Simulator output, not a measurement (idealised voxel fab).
The document below concerns the process module designated voxel local oxidation.
Each square cell in cross-section cut measures 5 nm, and the section as a whole is 175 nm wide.
If you're reading a cross-section in this doc, picture square cells in a grid; it comes to you as bands, top ones listed first down to the bottom, and a band can be one or more rows of cells. Top height, bottom height, nm. Materials left to right, width each, nm. Single material + "edge to edge" = fills band edge to edge. "empty" = empty. The reference from which all heights are counted is 0, the level beneath which the as-received wafer is entirely one material; the lowest band, having no lower bound, proceeds downward and is written after the example "0 nm and below". Graded width ("30..40"): value in top row of band = first number; value in bottom row = second number; row-to-row change constant. "nothing got changed" means the step left every cell of the cross-section as it was. "Enclosed cavity list" lists enclosed empty spaces (at least 8 cells, no open path upward to the top), each as width x height at distance from the left edge, in nm. Heads up: the bit after the settings on a step's line is the simulator's remark on that step. A step line may carry the setting "overlay nm", which, for steps involving a mask, states the distance by which the mask lay to the right of its intended position; negative values denote displacement to the left.
-- Planned process steps
1 RECEIVE,material Si
2 OXIDIZE,depth nm 5
3 CONFORMAL_DEP,material SiN,thk nm 10
4 PATTERN,tone cover,mask id ACTIVE,material resist,width nm 120,thk nm 15,overlay nm 0
5 DIRECTIONAL_ETCH,etch materials SiN,depth nm 10
6 STRIP,etch materials resist
7 SELECTIVE_ETCH,etch materials SiO2,depth nm 5
8 OXIDIZE,depth nm 10
9 STRIP,etch materials SiN
What sets these wafers apart? The width nm at step 4. They all start alike, and the plan carries the first wafer's value.
-- Received wafers, first of several: cross-section after step 1
	0 nm and below | Si edge to edge
	Enclosed cavity list: none
-- Rows = wafers. At module end, each row lists per material the cells gained (+) or lost (-) since the wafer was received, then the closed voids
width nm 120; -69 Si; +56 SiO2; Enclosed cavity list: none
width nm 125; -67 Si; +55 SiO2; Enclosed cavity list: none
width nm 130; -65 Si; +54 SiO2; Enclosed cavity list: none
width nm 135; -63 Si; +53 SiO2; Enclosed cavity list: none
width nm 140; -61 Si; +52 SiO2; Enclosed cavity list: none
width nm 145; -59 Si; +51 SiO2; Enclosed cavity list: none
